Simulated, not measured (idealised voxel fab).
Herein follows the process module entitled voxel air gaps.
For reference, the cross-section in this document is cut, with width 220 nm and square cells of 5 nm.
This document writes a cross-section as a grid whose cells are square, and gives it as bands, listed from the top down; one or more rows of cells form a band. Top, bottom (nm), then materials left to right with widths (nm); lone material tagged "all across" fills the whole band edge to edge; "empty" = empty space. Note: height 0 marks the level under which the wafer is uniformly one material as received. Lowest band unbounded below, written "0 nm and below". You'd read "30->40" like this: the band's top row of cells is as wide as the first number, its bottom row is as wide as the second, and going down, every row changes width by the same amount as the row before did. The cross-section has no changed cell in any step marked "remained the same". Entry "Sealed voids". Content: empty spaces with no open connection to the top, size 8 cells or greater. Each: width x height at distance. Distance: from left edge. Unit: nm. What comes after the settings on a step's line is commentary from the simulator itself on that step. overlay nm, on a step with a mask: how far to the right of its planned place the mask lay; to the left if negative.
Below is the list of planned process steps
1 RECEIVE (material Si)
2 CONFORMAL_DEP (material SiO2; thk nm 10)
3 CONFORMAL_DEP (material SiN; thk nm 5)
4 DIRECTIONAL_DEP (material lowk; thk nm 35)
5 DIRECTIONAL_DEP (material aC; thk nm 15)
6 PATTERN (tone open; mask id LINES; material resist; width nm 25; pitch nm 50; thk nm 30; overlay nm 0)
7 DIRECTIONAL_ETCH (etch materials aC; depth nm 15)
8 STRIP (etch materials resist)
9 DIRECTIONAL_ETCH (etch materials lowk; depth nm 35)
10 STRIP (etch materials aC)
11 CONFORMAL_DEP (material TiN; thk nm 5)
12 FILL_DEP (material Ru; thk nm 5)
13 CMP (height nm 50)
14 EPI (material Ru; thk nm 10)
15 SELECTIVE_ETCH (etch materials lowk; depth nm 45)
16 CONFORMAL_DEP (material SiCN; thk nm 5)
Cross-section: wafer on arrival = after step 1
	0 nm and below | Si all across
	Sealed voids: none
End-of-module cross-section. Starting structure and process plan as above; one mistake made in running it
	65 nm to 60 nm | 5 of empty, then 205 of SiCN, then 10 of empty
	60 nm to 50 nm | 5 of empty, then 5 of SiCN, then 45 of Ru, then 5 of SiCN, then 45 of Ru, then 5 of SiCN, then 45 of Ru, then 5 of SiCN, then 45 of Ru, then 5 of SiCN, then 10 of empty
	50 nm to 45 nm | 5 of empty, then 15 of SiCN, then 5 of TiN, then 15 of Ru, then 5 of TiN, then 25 of SiCN, then 5 of TiN, then 15 of Ru, then 5 of TiN, then 25 of SiCN, then 5 of TiN, then 15 of Ru, then 5 of TiN, then 25 of SiCN, then 5 of TiN, then 15 of Ru, then 5 of TiN, then 15 of SiCN, then 10 of empty
	45 nm to 20 nm | 15 of empty, then 5 of SiCN, then 5 of TiN, then 15 of Ru, then 5 of TiN, then 5 of SiCN, then 15 of empty, then 5 of SiCN, then 5 of TiN, then 15 of Ru, then 5 of TiN, then 5 of SiCN, then 15 of empty, then 5 of SiCN, then 5 of TiN, then 15 of Ru, then 5 of TiN, then 5 of SiCN, then 15 of empty, then 5 of SiCN, then 5 of TiN, then 15 of Ru, then 5 of TiN, then 5 of SiCN, then 20 of empty
	20 nm to 15 nm | 20 of SiCN, then 25 of TiN, then 25 of SiCN, then 25 of TiN, then 25 of SiCN, then 25 of TiN, then 25 of SiCN, then 25 of TiN, then 25 of SiCN
	15 nm to 10 nm | SiN all across
	10 nm to 0 nm | aC all across
	0 nm and below | Si all across
	Sealed voids: 15 x 25 at 50; 15 x 25 at 100; 15 x 25 at 150
What broke from the plan during processing? note that step 2 departed from the planned setting and was carried out as CONFORMAL_DEP (material aC; thk nm 10)
